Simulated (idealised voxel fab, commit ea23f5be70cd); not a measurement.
Process module under the name voxel plated lines
The cross-section on display is named cut; it measures 240 nm wide, and its cells are 5 nm squares.
Format of a cross-section: grid, square cells. Given as bands. Order: top down. Band: one or more rows of cells. Band: top height; bottom height; in nm. Then, left to right: material with width in nm, for each material. "everywhere": a single material spanning edge to edge. "empty": empty space. For the purposes of this specification, 0 denotes the height below which the wafer in its as-received condition is composed wholly of one material, and the lowermost band, lacking a lower limit, extends downward without end, as expressed in "top 0, no bottom". Width spec "30 to 40" -> top row of cells at first value, bottom row at second value, equal per-row change in between. A step reported as "no change" is a step in which no cell of the cross-section changed. Closed empty spaces (no open way to the top) of 8 cells or more are what "Enclosed void catalog" lists, each as width x height at distance from the left edge, nm for all three. Post-settings text on a step line: simulator's own remark regarding the step. overlay nm, on a step with a mask: how far to the right of its planned place the mask lay; to the left if negative.
The following list gives the planned process steps
| 1 | RECEIVE with material Si |
| 2 | CONFORMAL_DEP with material Al2O3, thk nm 10 |
| 3 | DIRECTIONAL_DEP with material TiN, thk nm 5 |
| 4 | PATTERN with tone open, mask id LINES, material resist, width nm 30, pitch nm 60, thk nm 30, overlay nm 0 |
| 5 | EPI with material Ru, thk nm 10 |
| 6 | EPI with material Ru, thk nm 10 |
| 7 | STRIP with etch materials resist |
| 8 | DIRECTIONAL_ETCH with etch materials TiN, depth nm 5 |
| 9 | CONFORMAL_DEP with material SiN, thk nm 5 |
Cross-section, incoming material, after step 1
    top 0, no bottom: Si everywhere
    Enclosed void catalog: none
Below is the wafer in cross-section after the module was completed. It began from the starting point shown above and followed the plan shown above, except that one mistake was made while running it
    top 20, bottom 15: SiN everywhere
    top 15, bottom 0: Al2O3 everywhere
    top 0, no bottom: Si everywhere
    Enclosed void catalog: none
Error vs. plan: step 3 ran differently from the plan; actual operation with settings: DIRECTIONAL_DEP with material Al2O3, thk nm 5
